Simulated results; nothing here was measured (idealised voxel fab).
process module | voxel gate over fins
cross-section cut | 200 nm wide | cells 5 nm
A cross-section is a grid of square cells, given in bands from the top down. A band is one or more rows of cells.
Each band's line starts with the height of the band's top and of its bottom, in nm. Then come its materials from left to right, each with its width in nm. One material with "throughout" fills the band from edge to edge. "air" is empty space.
Height 0 is the level under which the wafer as received is all one material. The lowest band goes on downwards, as in "0 down".
A width such as "30 to 40" changes by the same amount from each row of cells to the next, from the band's top row to its bottom row.
"no change" after a step means that no cell of the cross-section changed.
closed voids: empty space of 8 cells or more with no open way to the top, each as width x height at its distance from the left edge, in nm
after a step's settings: what the simulator itself notes on the step
overlay nm, on a step with a mask: how far to the right of its planned place the mask lay; to the left if negative
plan
1 op RECEIVE | material Si
2 op CONFORMAL_DEP | material SiN | thk nm 5
3 op PATTERN | tone cover | mask id FINS | material resist | width nm 15 | pitch nm 50 | thk nm 15 | overlay nm 0
4 op DIRECTIONAL_ETCH | etch materials SiN | depth nm 5
5 op DIRECTIONAL_ETCH | etch materials Si | depth nm 30
6 op STRIP | etch materials resist
7 op FILL_DEP | material SiO2 | thk nm 15
8 op CMP | height nm 5
9 op MASKED_ETCH | tone open | mask id RAIL | width nm 15 | etch materials SiO2 | depth nm 30 | overlay nm 0
10 op CONFORMAL_DEP | material TiN | thk nm 5
11 op FILL_DEP | material W | thk nm 5
12 op CMP | height nm 5
13 op SELECTIVE_ETCH | etch materials W Ru TiN | depth nm 25
14 op FILL_DEP | material SiO2 | thk nm 5
15 op CMP | height nm 5
16 op SELECTIVE_ETCH | etch materials SiO2 | depth nm 15
17 op STRIP | etch materials SiN
18 op CONFORMAL_DEP | material HfO2 | thk nm 5
19 op CONFORMAL_DEP | material TiN | thk nm 5
20 op FILL_DEP | material W | thk nm 15
21 op CMP | height nm 20
22 op CONFORMAL_DEP | material SiN | thk nm 5
as received, after step 1
  0 down: Si throughout
  closed voids: none
a wafer at the end: this start, this plan, one mistake
  25 to 20: SiN throughout
  20 to 10: W throughout
  10 to 5: W 5 | TiN 35 | W 15 | TiN 35 | W 15 | TiN 35 | W 15 | TiN 35 | W 10
  5 to 0: W 5 | TiN 5 | HfO2 25 | TiN 5 | W 15 | TiN 5 | HfO2 25 | TiN 5 | W 15 | TiN 5 | HfO2 25 | TiN 5 | W 15 | TiN 5 | HfO2 25 | TiN 5 | W 10
  0 to -5: TiN 10 | HfO2 5 | Si 15 | HfO2 5 | TiN 25 | HfO2 5 | Si 15 | HfO2 5 | TiN 25 | HfO2 5 | Si 15 | HfO2 5 | TiN 25 | HfO2 5 | Si 15 | HfO2 5 | TiN 15
  -5 to -10: HfO2 15 | Si 15 | HfO2 35 | Si 15 | HfO2 35 | Si 15 | HfO2 35 | Si 15 | HfO2 20
  -10 to -20: SiO2 15 | Si 15 | SiO2 35 | Si 15 | SiO2 35 | Si 15 | SiO2 35 | Si 15 | SiO2 20
  -20 to -25: SiO2 15 | Si 15 | SiO2 15 | TiN 15 | SiO2 5 | Si 15 | SiO2 35 | Si 15 | SiO2 35 | Si 15 | SiO2 20
  -25 to -30: SiO2 15 | Si 15 | SiO2 35 | Si 15 | SiO2 35 | Si 15 | SiO2 35 | Si 15 | SiO2 20
  -30 down: Si throughout
  closed voids: none
what went wrong: step 9 ran as: op MASKED_ETCH | tone open | mask id RAIL | width nm 15 | etch materials SiO2 | depth nm 30 | overlay nm 5
